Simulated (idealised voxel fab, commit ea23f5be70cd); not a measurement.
Documented hereafter: the process module known as voxel wiring stack.
This is section cut - it's 165 nm across, gridded in 5 nm square cells.
Think of the cross-section as a grid of square cells. We describe it in bands, top to bottom, and each band covers one or more rows of those cells. For a band, the entry starts with two heights in nm, that of the top and then that of the bottom, and carries on with the band's materials in order from left to right, each alongside its width in nm; the word "edge to edge" beside a single material means it fills the band edge to edge, and "empty" means empty space. Heads up on the height convention: 0 is the point under which the incoming wafer is all one material, and the lowest band has no bottom, it just keeps going down, like "0 -> down". A width such as "30..40" changes by the same amount from each row of cells to the next, from the band's top row to its bottom row. Where the words "nothing got changed" appear for a step, the cross-section shows no cell changed by that step; every cell remained as before. Any empty space of 8 cells or more lacking an open way to the top shows up in "Voids lacking openings" as width x height at distance, distance from the left edge, in nm. Step line, after settings: the simulator's comment on this step. The setting "overlay nm" may be written on the line of a step. When the step uses a mask, the value reports how far to the right of the planned place the mask lay, and a negative value reports that it lay to the left.

-- These are the steps we planned for the process
1. RECEIVE (material Si)
2. CONFORMAL_DEP (material SiO2; thk nm 10)
3. CONFORMAL_DEP (material SiCN; thk nm 5)
4. DIRECTIONAL_DEP (material lowk; thk nm 20)
5. MASKED_ETCH (tone open; mask id METAL_1; width nm 20; pitch nm 35; etch materials lowk; depth nm 20; overlay nm 0)
6. MASKED_ETCH (tone open; mask id METAL_1; width nm 20; pitch nm 35; etch materials SiCN; depth nm 5; overlay nm 0)
7. CONFORMAL_DEP (material TiN; thk nm 5)
8. FILL_DEP (material Ru; thk nm 10)
9. CMP (height nm 35)
10. CONFORMAL_DEP (material SiCN; thk nm 5)
11. DIRECTIONAL_DEP (material SiO2; thk nm 35)
12. MASKED_ETCH (tone open; mask id METAL_2; width nm 20; pitch nm 35; etch materials SiO2; depth nm 20; overlay nm 0)
13. MASKED_ETCH (tone open; mask id METAL_2_HOLES; width nm 15; pitch nm 70; etch materials SiO2; depth nm 15; overlay nm 0)
14. MASKED_ETCH (tone open; mask id METAL_2_HOLES; width nm 15; pitch nm 70; etch materials SiCN; depth nm 5; overlay nm 0)
15. CONFORMAL_DEP (material TiN; thk nm 5)
16. FILL_DEP (material Cu; thk nm 5)
17. CMP (height nm 75)
18. CONFORMAL_DEP (material SiCN; thk nm 5)

-- As received (post step 1): cross-section
> 0 -> down  Si edge to edge
> Voids lacking openings: none

-- Final cross-section, module run with one mistake (start and plan as above)
> 80 -> 75  SiCN edge to edge
> 75 -> 70  SiO2: 35  TiN: 5  Cu: 5  TiN: 10  SiO2: 15  TiN: 20  SiO2: 15  TiN: 5  Cu: 5  TiN: 10  SiO2: 40
> 70 -> 55  SiO2: 35  TiN: 5  Cu: 5  TiN: 5  SiO2: 55  TiN: 5  Cu: 5  TiN: 5  SiO2: 45
> 55 -> 50  SiCN: 35  TiN: 15  SiCN: 55  TiN: 15  SiCN: 45
> 50 -> 40  Ru edge to edge
> 40 -> 35  TiN: 40  Ru: 10  TiN: 25  Ru: 10  TiN: 25  Ru: 10  TiN: 45
> 35 -> 15  lowk: 35  TiN: 5  Ru: 10  TiN: 5  lowk: 15  TiN: 5  Ru: 10  TiN: 5  lowk: 15  TiN: 5  Ru: 10  TiN: 5  lowk: 40
> 15 -> 10  SiCN: 35  TiN: 20  SiCN: 15  TiN: 20  SiCN: 15  TiN: 20  SiCN: 40
> 10 -> 0  SiO2 edge to edge
> 0 -> down  Si edge to edge
> Voids lacking openings: none
Short version of what went wrong: no execution of plan step 9; skipped
